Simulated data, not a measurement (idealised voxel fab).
The following process module bears the name voxel fin reveal.
The width of the displayed cross-section, cut, is 195 nm; its cells are square, with a size of 5 nm.
For the purposes of this document, a cross-section shall be understood as a grid of square cells, specified as bands listed in top-to-bottom order, each band consisting of one or more rows of cells.
Per band: top height and bottom height in nm, followed by the left-to-right materials and their widths in nm; "full width" marks a single material spanning edge to edge, "blank" marks empty space.
Zero point of the height axis is 0; under it, received wafer = one material. Lowest band: continues down indefinitely, "0 nm and below".
Read "30 to 40" as a graded width: first number on top, second number at the bottom, same change between each pair of neighbouring rows.
It should be understood that the words "everything unchanged", when stated for a given step, signify that the cross-section underwent no change in any of its cells during that step.
The list in "Trapped cavities" covers empty spaces of 8 cells or more that cannot reach the top through any open way, and it gives each as width x height at distance; the distance is from the left edge, and width, height and distance are in nm.
On a step's line, text after the settings is the simulator commenting on that step.
"overlay nm" on a masked step: distance the mask lay right of its planned place, negative for left.

Process steps - plan
1,RECEIVE, material Si
2,CONFORMAL_DEP, material SiN, thk nm 10
3,PATTERN, tone cover, mask id FINS, material resist, width nm 15, pitch nm 45, thk nm 20, overlay nm 0
4,DIRECTIONAL_ETCH, etch materials SiN, depth nm 10
5,DIRECTIONAL_ETCH, etch materials Si, depth nm 35
6,STRIP, etch materials resist
7,FILL_DEP, material SiO2, thk nm 15
8,CMP, height nm 10
9,SELECTIVE_ETCH, etch materials SiO2, depth nm 35
10,STRIP, etch materials SiN

Here's what the wafer looked like in cross-section when it arrived - that's after step 1
0 nm and below = Si full width
Trapped cavities: none

Cross-sectional result after module completion. Note: starting condition and plan are unchanged from above; one processing mistake was made
0 nm to -25 nm = Si 20 nm; blank 15 nm; Si 30 nm; blank 15 nm; Si 30 nm; blank 15 nm; Si 30 nm; blank 15 nm; Si 25 nm
-25 nm to -35 nm = Si 20 nm; SiO2 15 nm; Si 30 nm; SiO2 15 nm; Si 30 nm; SiO2 15 nm; Si 30 nm; SiO2 15 nm; Si 25 nm
-35 nm and below = Si full width
Trapped cavities: none
The plan and the run diverged here: step 3 went in with a setting other than planned; the actual run was PATTERN, tone open, mask id FINS, material resist, width nm 15, pitch nm 45, thk nm 20, overlay nm 0
